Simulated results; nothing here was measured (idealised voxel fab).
Process module name: voxel released beams
It is cross-section cut that appears here, measuring 180 nm in width, its square cells being 5 nm in size.
Cross-section = grid of square cells, listed top down in bands; band = one or more rows. Top height, bottom height, nm. Materials left to right, width each, nm. Single material + "full width" = fills band edge to edge. "air" = empty. Heads up on the height convention: 0 is the point under which the incoming wafer is all one material, and the lowest band has no bottom, it just keeps going down, like "0 and below". So if you see something like "30->40" for the width, read it as the top row of the band sitting at the first number and the bottom row at the second, with every row in between moving by the same amount as the last. Step note "remained unchanged" = no cross-section cell changed. Entry "Sealed internal cavities" = empty spaces >= 8 cells with no open way to the top; each as width x height at distance, distance from left edge, all nm. That trailing text on a step's line, after the settings, is the simulator's own remark on the step. overlay nm: for a step with a mask, the amount by which the mask lay right of where it was planned; a negative amount means left of it.

SO HERE'S THE LINEUP OF PROCESS STEPS WE PLANNED
1 RECEIVE (material Si)
2 CONFORMAL_DEP (material Al2O3; thk nm 10)
3 DIRECTIONAL_DEP (material SiO2; thk nm 10)
4 PATTERN (tone open; mask id ANCHOR; material resist; width nm 30; thk nm 15; overlay nm 0)
5 DIRECTIONAL_ETCH (etch materials SiO2; depth nm 10)
6 STRIP (etch materials resist)
7 CONFORMAL_DEP (material SiN; thk nm 10)
8 PATTERN (tone cover; mask id BEAM; material resist; width nm 100; thk nm 20; overlay nm 0)
9 DIRECTIONAL_ETCH (etch materials SiN; depth nm 10)
10 STRIP (etch materials resist)
11 STRIP (etch materials SiO2)

SO THIS IS THE INCOMING WAFER IN CROSS-SECTION - IT'S ALREADY BEEN THROUGH STEP 1
    0 and below: Si full width
    Sealed internal cavities: none

THE CROSS-SECTION SHOWN CORRESPONDS TO THE WAFER AT THE CONCLUSION OF THE MODULE. THE INITIAL STRUCTURE AND THE PROCESS PLAN ARE THOSE PRESENTED ABOVE; HOWEVER, ONE MISTAKE OCCURRED IN EXECUTING THE PLAN
    30 down to 20: 35 of air  45 of SiN  100 of air
    20 down to 10: 30 of air  10 of SiN  30 of SiO2  65 of SiN  45 of air
    10 down to 0: Al2O3 full width
    0 and below: Si full width
    Sealed internal cavities: none
The plan and the run diverged here: step 4 was not run as planned; what actually ran was PATTERN (tone cover; mask id ANCHOR; material resist; width nm 30; thk nm 15; overlay nm 0)
